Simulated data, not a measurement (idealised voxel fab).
Proc. module: voxel fin reveal
Square cells of 5 nm make up the cross-section cut, whose width is 270 nm.
The cross-sections in this document take the form of a grid made of square cells. They are written out as bands, in order from top to bottom. Each band consists of one or more rows of cells. Top height, bottom height, nm. Materials left to right, width each, nm. Single material + "edge to edge" = fills band edge to edge. "empty" = empty. Height 0 is the level under which the wafer as received is all one material. The lowest band goes on downwards, as in "0..down". Quick explanation for "30 to 40": the width changes in equal steps down the rows of cells, from the first number in the band's top row to the second number in its bottom row. When a step is marked "nothing was modified", none of the cells in the cross-section changed during that step. Enclosed voids: empty space of 8 cells or more with no open way to the top, each as width x height at its distance from the left edge, in nm. Anything after a step's settings on that line? It's the simulator's own note about the step. overlay nm: where the mask lay relative to plan, measured to the right, on steps with a mask; negatives go left.

This section lists the process steps that were planned:
1. op RECEIVE | material Si
2. op CONFORMAL_DEP | material SiN | thk nm 5
3. op PATTERN | tone cover | mask id FINS | material resist | width nm 15 | pitch nm 45 | thk nm 20 | overlay nm 0
4. op DIRECTIONAL_ETCH | etch materials SiN | depth nm 5
5. op DIRECTIONAL_ETCH | etch materials Si | depth nm 30
6. op STRIP | etch materials resist
7. op FILL_DEP | material SiO2 | thk nm 15
8. op CMP | height nm 5
9. op SELECTIVE_ETCH | etch materials SiO2 | depth nm 15
10. op STRIP | etch materials SiN
11. op CONFORMAL_DEP | material HfO2 | thk nm 5
Quick note for whoever runs this: the wafers start identical, but the width nm at step 3 isn't the same across them. The plan just shows what the first wafer had.

Step 1 complete: as-received cross-section of the first of several wafers:
* 0..down  Si edge to edge
* Enclosed voids: none

Every row in this table is a wafer at the end of the module, and it gives, for each of the materials, the cells that wafer has gained (+) or lost (-) since it was received, then its closed voids:
width nm 15, +66 HfO2, -270 Si, +180 SiO2, Enclosed voids: none
width nm 20, +66 HfO2, -252 Si, +168 SiO2, Enclosed voids: none
width nm 25, +66 HfO2, -234 Si, +156 SiO2, Enclosed voids: none
width nm 30, +66 HfO2, -216 Si, +144 SiO2, Enclosed voids: none
